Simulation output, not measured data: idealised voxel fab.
Process module name: voxel self aligned vias
295 nm wide, 5 nm square cells: that's cross-section cut.
Cross-section, as written here: a square-cell grid given band by band from the top down, where a band holds one or more rows of cells. Band: top and bottom heights (nm) first, top before bottom; then materials from left to right, widths in nm. "everywhere" marks a sole material filling the band edge to edge. "blank" denotes empty space. Basically, 0 is our baseline, since under it the wafer straight out of the box is all one material. The bottom band has no lower end and keeps on going down, so it looks like "0 down". Per-row width for "30..40": begins at first number (top row of band), ends at second number (bottom row), increment between rows held constant. Step note "no alterations made" = no cross-section cell changed. If an empty space has no open way to the top and is at least 8 cells in size, "Cavities, closed" lists it, written width x height at distance, where distance is measured from the left edge and every value is in nm. Note: text after step settings on the step line = simulator remark on that step. A step's line can hold "overlay nm"; with a mask on that step, the setting says how far right of the planned place the mask lay, while a negative setting says it lay to the left.
Plan:
1,RECEIVE with material Si
2,CONFORMAL_DEP with material SiO2, thk nm 15
3,CONFORMAL_DEP with material SiCN, thk nm 5
4,DIRECTIONAL_DEP with material lowk, thk nm 20
5,PATTERN with tone open, mask id LINES, material resist, width nm 30, pitch nm 55, thk nm 15, overlay nm 0
6,DIRECTIONAL_ETCH with etch materials lowk, depth nm 20
7,STRIP with etch materials resist
8,CONFORMAL_DEP with material TiN, thk nm 5
9,FILL_DEP with material W, thk nm 10
10,CMP with height nm 40
11,SELECTIVE_ETCH with etch materials W Ru TiN, depth nm 5
12,FILL_DEP with material SiN, thk nm 5
13,CMP with height nm 40
14,DIRECTIONAL_DEP with material lowk, thk nm 15
15,MASKED_ETCH with tone open, mask id VIAS, width nm 40, pitch nm 110, etch materials lowk, depth nm 15, overlay nm 0
16,MASKED_ETCH with tone open, mask id VIAS, width nm 40, pitch nm 110, etch materials SiN, depth nm 5, overlay nm 0
17,CONFORMAL_DEP with material TiN, thk nm 5
18,FILL_DEP with material W, thk nm 5
19,CMP with height nm 55
20,CONFORMAL_DEP with material SiCN, thk nm 5
First of the two wafers, run per plan:
As received, after step 1:
    0 down = Si everywhere
    Cavities, closed: none
The wafer in cross-section once step 2 is complete:
    15 to 0 = SiO2 everywhere
    No changes below 0.
The wafer in cross-section once step 3 is complete:
    20 to 15 = SiCN everywhere
    No changes below 15.
The wafer in cross-section once step 4 is complete:
    40 to 20 = lowk everywhere
    No changes below 20.
The wafer in cross-section once step 5 is complete:
    55 to 40 = resist=75, blank=30, resist=25, blank=30, resist=25, blank=30, resist=80
    No changes below 40.
The wafer in cross-section once step 6 is complete:
    55 to 40 = resist=75, blank=30, resist=25, blank=30, resist=25, blank=30, resist=80
    40 to 20 = lowk=75, blank=30, lowk=25, blank=30, lowk=25, blank=30, lowk=80
    No changes below 20.
The wafer in cross-section once step 7 is complete:
    40 to 20 = lowk=75, blank=30, lowk=25, blank=30, lowk=25, blank=30, lowk=80
    No changes below 20.
The wafer in cross-section once step 8 is complete:
    45 to 40 = TiN=80, blank=20, TiN=35, blank=20, TiN=35, blank=20, TiN=85
    40 to 25 = lowk=75, TiN=5, blank=20, TiN=5, lowk=25, TiN=5, blank=20, TiN=5, lowk=25, TiN=5, blank=20, TiN=5, lowk=80
    25 to 20 = lowk=75, TiN=30, lowk=25, TiN=30, lowk=25, TiN=30, lowk=80
    No changes below 20.
The wafer in cross-section once step 9 is complete:
    55 to 45 = W everywhere
    45 to 40 = TiN=80, W=20, TiN=35, W=20, TiN=35, W=20, TiN=85
    40 to 25 = lowk=75, TiN=5, W=20, TiN=5, lowk=25, TiN=5, W=20, TiN=5, lowk=25, TiN=5, W=20, TiN=5, lowk=80
    No changes below 25.
The wafer in cross-section once step 10 is complete:
    40 to 25 = lowk=75, TiN=5, W=20, TiN=5, lowk=25, TiN=5, W=20, TiN=5, lowk=25, TiN=5, W=20, TiN=5, lowk=80
    No changes below 25.
The wafer in cross-section once step 11 is complete:
    40 to 35 = lowk=75, blank=30, lowk=25, blank=30, lowk=25, blank=30, lowk=80
    No changes below 35.
The wafer in cross-section once step 12 is complete:
    45 to 40 = SiN everywhere
    40 to 35 = lowk=75, SiN=30, lowk=25, SiN=30, lowk=25, SiN=30, lowk=80
    No changes below 35.
The wafer in cross-section once step 13 is complete:
    40 to 35 = lowk=75, SiN=30, lowk=25, SiN=30, lowk=25, SiN=30, lowk=80
    No changes below 35.
The wafer in cross-section once step 14 is complete:
    55 to 40 = lowk everywhere
    No changes below 40.
The wafer in cross-section once step 15 is complete:
    55 to 40 = lowk=70, blank=40, lowk=70, blank=40, lowk=75
    No changes below 40.
The wafer in cross-section once step 16 is complete:
    55 to 40 = lowk=70, blank=40, lowk=70, blank=40, lowk=75
    40 to 35 = lowk=75, blank=30, lowk=25, SiN=30, lowk=25, blank=30, lowk=80
    No changes below 35.
The wafer in cross-section once step 17 is complete:
    60 to 55 = TiN=75, blank=30, TiN=80, blank=30, TiN=80
    55 to 45 = lowk=70, TiN=5, blank=30, TiN=5, lowk=70, TiN=5, blank=30, TiN=5, lowk=75
    45 to 40 = lowk=70, TiN=10, blank=20, TiN=10, lowk=70, TiN=10, blank=20, TiN=10, lowk=75
    40 to 35 = lowk=75, TiN=30, lowk=25, SiN=30, lowk=25, TiN=30, lowk=80
    No changes below 35.
The wafer in cross-section once step 18 is complete:
    65 to 60 = W everywhere
    60 to 55 = TiN=75, W=30, TiN=80, W=30, TiN=80
    55 to 45 = lowk=70, TiN=5, W=30, TiN=5, lowk=70, TiN=5, W=30, TiN=5, lowk=75
    45 to 40 = lowk=70, TiN=10, W=20, TiN=10, lowk=70, TiN=10, W=20, TiN=10, lowk=75
    No changes below 40.
The wafer in cross-section once step 19 is complete:
    55 to 45 = lowk=70, TiN=5, W=30, TiN=5, lowk=70, TiN=5, W=30, TiN=5, lowk=75
    No changes below 45.
The wafer in cross-section once step 20 is complete:
    60 to 55 = SiCN everywhere
    No changes below 55.
The Second Wafer: Common Origin and Plan, One Mistake in Execution, Identical to the First Through Step 4:
Cross-section of the second wafer when, according to plan, step 5 should have finished:
    55 to 40 = blank=75, resist=30, blank=25, resist=30, blank=25, resist=30, blank=80
    No changes below 40.
Cross-section of the second wafer when, according to plan, step 6 should have finished:
    55 to 40 = blank=75, resist=30, blank=25, resist=30, blank=25, resist=30, blank=80
    40 to 20 = blank=75, lowk=30, blank=25, lowk=30, blank=25, lowk=30, blank=80
    No changes below 20.
Cross-section of the second wafer when, according to plan, step 7 should have finished:
    40 to 20 = blank=75, lowk=30, blank=25, lowk=30, blank=25, lowk=30, blank=80
    No changes below 20.
Cross-section of the second wafer when, according to plan, step 8 should have finished:
    45 to 40 = blank=70, TiN=40, blank=15, TiN=40, blank=15, TiN=40, blank=75
    40 to 25 = blank=70, TiN=5, lowk=30, TiN=5, blank=15, TiN=5, lowk=30, TiN=5, blank=15, TiN=5, lowk=30, TiN=5, blank=75
    25 to 20 = TiN=75, lowk=30, TiN=25, lowk=30, TiN=25, lowk=30, TiN=80
    No changes below 20.
Cross-section of the second wafer when, according to plan, step 9 should have finished:
    55 to 45 = W everywhere
    45 to 40 = W=70, TiN=40, W=15, TiN=40, W=15, TiN=40, W=75
    40 to 25 = W=70, TiN=5, lowk=30, TiN=5, W=15, TiN=5, lowk=30, TiN=5, W=15, TiN=5, lowk=30, TiN=5, W=75
    No changes below 25.
Cross-section of the second wafer when, according to plan, step 10 should have finished:
    40 to 25 = W=70, TiN=5, lowk=30, TiN=5, W=15, TiN=5, lowk=30, TiN=5, W=15, TiN=5, lowk=30, TiN=5, W=75
    No changes below 25.
Cross-section of the second wafer when, according to plan, step 11 should have finished:
    40 to 35 = blank=75, lowk=30, blank=25, lowk=30, blank=25, lowk=30, blank=80
    No changes below 35.
Cross-section of the second wafer when, according to plan, step 12 should have finished:
    45 to 40 = SiN everywhere
    40 to 35 = SiN=75, lowk=30, SiN=25, lowk=30, SiN=25, lowk=30, SiN=80
    No changes below 35.
Cross-section of the second wafer when, according to plan, step 13 should have finished:
    40 to 35 = SiN=75, lowk=30, SiN=25, lowk=30, SiN=25, lowk=30, SiN=80
    No changes below 35.
Cross-section of the second wafer when, according to plan, step 14 should have finished:
    55 to 40 = lowk everywhere
    No changes below 40.
Cross-section of the second wafer when, according to plan, step 15 should have finished:
    55 to 40 = lowk=70, blank=40, lowk=70, blank=40, lowk=75
    No changes below 40.
Cross-section of the second wafer when, according to plan, step 16 should have finished:
    55 to 40 = lowk=70, blank=40, lowk=70, blank=40, lowk=75
    40 to 35 = SiN=70, blank=5, lowk=30, blank=5, SiN=20, lowk=30, SiN=20, blank=5, lowk=30, blank=5, SiN=75
    No changes below 35.
Cross-section of the second wafer when, according to plan, step 17 should have finished:
    60 to 55 = TiN=75, blank=30, TiN=80, blank=30, TiN=80
    55 to 45 = lowk=70, TiN=5, blank=30, TiN=5, lowk=70, TiN=5, blank=30, TiN=5, lowk=75
    45 to 40 = lowk=70, TiN=40, lowk=70, TiN=40, lowk=75
    40 to 35 = SiN=70, TiN=5, lowk=30, TiN=5, SiN=20, lowk=30, SiN=20, TiN=5, lowk=30, TiN=5, SiN=75
    No changes below 35.
Cross-section of the second wafer when, according to plan, step 18 should have finished:
    65 to 60 = W everywhere
    60 to 55 = TiN=75, W=30, TiN=80, W=30, TiN=80
    55 to 45 = lowk=70, TiN=5, W=30, TiN=5, lowk=70, TiN=5, W=30, TiN=5, lowk=75
    No changes below 45.
Cross-section of the second wafer when, according to plan, step 19 should have finished:
    55 to 45 = lowk=70, TiN=5, W=30, TiN=5, lowk=70, TiN=5, W=30, TiN=5, lowk=75
    No changes below 45.
Cross-section of the second wafer when, according to plan, step 20 should have finished:
    60 to 55 = SiCN everywhere
    No changes below 55.
Processing error: step 5 did not happen as planned, as run it was PATTERN with tone cover, mask id LINES, material resist, width nm 30, pitch nm 55, thk nm 15, overlay nm 0
Count the cells at the end and the second wafer has more or fewer of some materials than the first: +31 SiN; +23 TiN; +38 W; -92 lowk
